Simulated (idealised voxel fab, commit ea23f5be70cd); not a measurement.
Proc. module: voxel trench capacitor
FYI the section here is cut, 245 nm wide, cells are 5 nm squares.
Notation: cross-section as square-cell grid; stated in bands, top first, going down; one or more cell rows per band.
Heights first: top, then bottom, in nm. Then materials, left to right, each with a width in nm. "full width" on a single material: fills the band edge to edge. "empty": empty space.
The reference from which all heights are counted is 0, the level beneath which the as-received wafer is entirely one material; the lowest band, having no lower bound, proceeds downward and is written after the example "0 and below".
A width given as "30->40" starts at the first number in the band's top row and ends at the second number in its bottom row, shifting by an equal amount at every step from row to row.
Any step labelled "stayed the same" changed none of the cells in the cross-section.
Each empty space that has no open way to the top and spans at least 8 cells appears under "Closed void register" as width x height at distance, the distance counted from the left edge, all in nm.
Where a step's line continues beyond its settings, the continuation is a remark by the simulator itself on that step.
Steps that use a mask can have "overlay nm" on their line. It says how far the mask sat to the right of where it was meant to be. Negative means to the left.

[The steps planned for the process are as follows]
1: RECEIVE | material Si
2: CONFORMAL_DEP | material SiN | thk nm 5
3: PATTERN | tone open | mask id TRENCH | material resist | width nm 25 | pitch nm 40 | thk nm 20 | overlay nm 0
4: DIRECTIONAL_ETCH | etch materials SiN | depth nm 5
5: DIRECTIONAL_ETCH | etch materials Si | depth nm 40
6: STRIP | etch materials resist
7: CONFORMAL_DEP | material Al2O3 | thk nm 5
8: CONFORMAL_DEP | material TiN | thk nm 5
9: FILL_DEP | material W | thk nm 10
10: CMP | height nm 5

[Below: the first of two wafers, run as planned]

[As-received wafer cross-section (after step 1)]
    0 and below  Si full width
    Closed void register: none

[The wafer in cross-section once step 2 is complete]
    5 down to 0  SiN full width
    All layers under 0 are left as they were.

[The wafer in cross-section once step 3 is complete]
    25 down to 5  resist: 70 / empty: 25 / resist: 15 / empty: 25 / resist: 15 / empty: 25 / resist: 70
    All layers under 5 are left as they were.

[The wafer in cross-section once step 4 is complete]
    25 down to 5  resist: 70 / empty: 25 / resist: 15 / empty: 25 / resist: 15 / empty: 25 / resist: 70
    5 down to 0  SiN: 70 / empty: 25 / SiN: 15 / empty: 25 / SiN: 15 / empty: 25 / SiN: 70
    All layers under 0 are left as they were.

[The wafer in cross-section once step 5 is complete]
    25 down to 5  resist: 70 / empty: 25 / resist: 15 / empty: 25 / resist: 15 / empty: 25 / resist: 70
    5 down to 0  SiN: 70 / empty: 25 / SiN: 15 / empty: 25 / SiN: 15 / empty: 25 / SiN: 70
    0 down to -40  Si: 70 / empty: 25 / Si: 15 / empty: 25 / Si: 15 / empty: 25 / Si: 70
    All layers under -40 are left as they were.

[The wafer in cross-section once step 6 is complete]
    5 down to 0  SiN: 70 / empty: 25 / SiN: 15 / empty: 25 / SiN: 15 / empty: 25 / SiN: 70
    All layers under 0 are left as they were.

[The wafer in cross-section once step 7 is complete]
    10 down to 5  Al2O3: 75 / empty: 15 / Al2O3: 25 / empty: 15 / Al2O3: 25 / empty: 15 / Al2O3: 75
    5 down to 0  SiN: 70 / Al2O3: 5 / empty: 15 / Al2O3: 5 / SiN: 15 / Al2O3: 5 / empty: 15 / Al2O3: 5 / SiN: 15 / Al2O3: 5 / empty: 15 / Al2O3: 5 / SiN: 70
    0 down to -35  Si: 70 / Al2O3: 5 / empty: 15 / Al2O3: 5 / Si: 15 / Al2O3: 5 / empty: 15 / Al2O3: 5 / Si: 15 / Al2O3: 5 / empty: 15 / Al2O3: 5 / Si: 70
    -35 down to -40  Si: 70 / Al2O3: 25 / Si: 15 / Al2O3: 25 / Si: 15 / Al2O3: 25 / Si: 70
    All layers under -40 are left as they were.

[The wafer in cross-section once step 8 is complete]
    15 down to 10  TiN: 80 / empty: 5 / TiN: 35 / empty: 5 / TiN: 35 / empty: 5 / TiN: 80
    10 down to 5  Al2O3: 75 / TiN: 5 / empty: 5 / TiN: 5 / Al2O3: 25 / TiN: 5 / empty: 5 / TiN: 5 / Al2O3: 25 / TiN: 5 / empty: 5 / TiN: 5 / Al2O3: 75
    5 down to 0  SiN: 70 / Al2O3: 5 / TiN: 5 / empty: 5 / TiN: 5 / Al2O3: 5 / SiN: 15 / Al2O3: 5 / TiN: 5 / empty: 5 / TiN: 5 / Al2O3: 5 / SiN: 15 / Al2O3: 5 / TiN: 5 / empty: 5 / TiN: 5 / Al2O3: 5 / SiN: 70
    0 down to -30  Si: 70 / Al2O3: 5 / TiN: 5 / empty: 5 / TiN: 5 / Al2O3: 5 / Si: 15 / Al2O3: 5 / TiN: 5 / empty: 5 / TiN: 5 / Al2O3: 5 / Si: 15 / Al2O3: 5 / TiN: 5 / empty: 5 / TiN: 5 / Al2O3: 5 / Si: 70
    -30 down to -35  Si: 70 / Al2O3: 5 / TiN: 15 / Al2O3: 5 / Si: 15 / Al2O3: 5 / TiN: 15 / Al2O3: 5 / Si: 15 / Al2O3: 5 / TiN: 15 / Al2O3: 5 / Si: 70
    All layers under -35 are left as they were.

[The wafer in cross-section once step 9 is complete]
    25 down to 15  W full width
    15 down to 10  TiN: 80 / W: 5 / TiN: 35 / W: 5 / TiN: 35 / W: 5 / TiN: 80
    10 down to 5  Al2O3: 75 / TiN: 5 / W: 5 / TiN: 5 / Al2O3: 25 / TiN: 5 / W: 5 / TiN: 5 / Al2O3: 25 / TiN: 5 / W: 5 / TiN: 5 / Al2O3: 75
    5 down to 0  SiN: 70 / Al2O3: 5 / TiN: 5 / W: 5 / TiN: 5 / Al2O3: 5 / SiN: 15 / Al2O3: 5 / TiN: 5 / W: 5 / TiN: 5 / Al2O3: 5 / SiN: 15 / Al2O3: 5 / TiN: 5 / W: 5 / TiN: 5 / Al2O3: 5 / SiN: 70
    0 down to -30  Si: 70 / Al2O3: 5 / TiN: 5 / W: 5 / TiN: 5 / Al2O3: 5 / Si: 15 / Al2O3: 5 / TiN: 5 / W: 5 / TiN: 5 / Al2O3: 5 / Si: 15 / Al2O3: 5 / TiN: 5 / W: 5 / TiN: 5 / Al2O3: 5 / Si: 70
    All layers under -30 are left as they were.

[The wafer in cross-section once step 10 is complete]
    5 down to 0  SiN: 70 / Al2O3: 5 / TiN: 5 / W: 5 / TiN: 5 / Al2O3: 5 / SiN: 15 / Al2O3: 5 / TiN: 5 / W: 5 / TiN: 5 / Al2O3: 5 / SiN: 15 / Al2O3: 5 / TiN: 5 / W: 5 / TiN: 5 / Al2O3: 5 / SiN: 70
    All layers under 0 are left as they were.

[second wafer: like start, like plan, one mistake. Through step 4 it matches the first wafer]

[Second wafer cross-section, taken as of the time the plan sets for step 5 to be done]
    25 down to 5  resist: 70 / empty: 25 / resist: 15 / empty: 25 / resist: 15 / empty: 25 / resist: 70
    5 down to 0  SiN: 70 / empty: 25 / SiN: 15 / empty: 25 / SiN: 15 / empty: 25 / SiN: 70
    0 down to -80  Si: 70 / empty: 25 / Si: 15 / empty: 25 / Si: 15 / empty: 25 / Si: 70
    All layers under -80 are left as they were.

[Second wafer cross-section, taken as of the time the plan sets for step 6 to be done]
    5 down to 0  SiN: 70 / empty: 25 / SiN: 15 / empty: 25 / SiN: 15 / empty: 25 / SiN: 70
    All layers under 0 are left as they were.

[Second wafer cross-section, taken as of the time the plan sets for step 7 to be done]
    10 down to 5  Al2O3: 75 / empty: 15 / Al2O3: 25 / empty: 15 / Al2O3: 25 / empty: 15 / Al2O3: 75
    5 down to 0  SiN: 70 / Al2O3: 5 / empty: 15 / Al2O3: 5 / SiN: 15 / Al2O3: 5 / empty: 15 / Al2O3: 5 / SiN: 15 / Al2O3: 5 / empty: 15 / Al2O3: 5 / SiN: 70
    0 down to -75  Si: 70 / Al2O3: 5 / empty: 15 / Al2O3: 5 / Si: 15 / Al2O3: 5 / empty: 15 / Al2O3: 5 / Si: 15 / Al2O3: 5 / empty: 15 / Al2O3: 5 / Si: 70
    -75 down to -80  Si: 70 / Al2O3: 25 / Si: 15 / Al2O3: 25 / Si: 15 / Al2O3: 25 / Si: 70
    All layers under -80 are left as they were.

[Second wafer cross-section, taken as of the time the plan sets for step 8 to be done]
    15 down to 10  TiN: 80 / empty: 5 / TiN: 35 / empty: 5 / TiN: 35 / empty: 5 / TiN: 80
    10 down to 5  Al2O3: 75 / TiN: 5 / empty: 5 / TiN: 5 / Al2O3: 25 / TiN: 5 / empty: 5 / TiN: 5 / Al2O3: 25 / TiN: 5 / empty: 5 / TiN: 5 / Al2O3: 75
    5 down to 0  SiN: 70 / Al2O3: 5 / TiN: 5 / empty: 5 / TiN: 5 / Al2O3: 5 / SiN: 15 / Al2O3: 5 / TiN: 5 / empty: 5 / TiN: 5 / Al2O3: 5 / SiN: 15 / Al2O3: 5 / TiN: 5 / empty: 5 / TiN: 5 / Al2O3: 5 / SiN: 70
    0 down to -70  Si: 70 / Al2O3: 5 / TiN: 5 / empty: 5 / TiN: 5 / Al2O3: 5 / Si: 15 / Al2O3: 5 / TiN: 5 / empty: 5 / TiN: 5 / Al2O3: 5 / Si: 15 / Al2O3: 5 / TiN: 5 / empty: 5 / TiN: 5 / Al2O3: 5 / Si: 70
    -70 down to -75  Si: 70 / Al2O3: 5 / TiN: 15 / Al2O3: 5 / Si: 15 / Al2O3: 5 / TiN: 15 / Al2O3: 5 / Si: 15 / Al2O3: 5 / TiN: 15 / Al2O3: 5 / Si: 70
    All layers under -75 are left as they were.

[Second wafer cross-section, taken as of the time the plan sets for step 9 to be done]
    25 down to 15  W full width
    15 down to 10  TiN: 80 / W: 5 / TiN: 35 / W: 5 / TiN: 35 / W: 5 / TiN: 80
    10 down to 5  Al2O3: 75 / TiN: 5 / W: 5 / TiN: 5 / Al2O3: 25 / TiN: 5 / W: 5 / TiN: 5 / Al2O3: 25 / TiN: 5 / W: 5 / TiN: 5 / Al2O3: 75
    5 down to 0  SiN: 70 / Al2O3: 5 / TiN: 5 / W: 5 / TiN: 5 / Al2O3: 5 / SiN: 15 / Al2O3: 5 / TiN: 5 / W: 5 / TiN: 5 / Al2O3: 5 / SiN: 15 / Al2O3: 5 / TiN: 5 / W: 5 / TiN: 5 / Al2O3: 5 / SiN: 70
    0 down to -70  Si: 70 / Al2O3: 5 / TiN: 5 / W: 5 / TiN: 5 / Al2O3: 5 / Si: 15 / Al2O3: 5 / TiN: 5 / W: 5 / TiN: 5 / Al2O3: 5 / Si: 15 / Al2O3: 5 / TiN: 5 / W: 5 / TiN: 5 / Al2O3: 5 / Si: 70
    All layers under -70 are left as they were.

[Second wafer cross-section, taken as of the time the plan sets for step 10 to be done]
    5 down to 0  SiN: 70 / Al2O3: 5 / TiN: 5 / W: 5 / TiN: 5 / Al2O3: 5 / SiN: 15 / Al2O3: 5 / TiN: 5 / W: 5 / TiN: 5 / Al2O3: 5 / SiN: 15 / Al2O3: 5 / TiN: 5 / W: 5 / TiN: 5 / Al2O3: 5 / SiN: 70
    All layers under 0 are left as they were.
Diagnosis: regarding the plan, step 5 was run twice
Wrapping up, a cell-based count of both wafers puts the second over or under the first for these materials: Al2O3 +48; Si -120; TiN +48; W +24
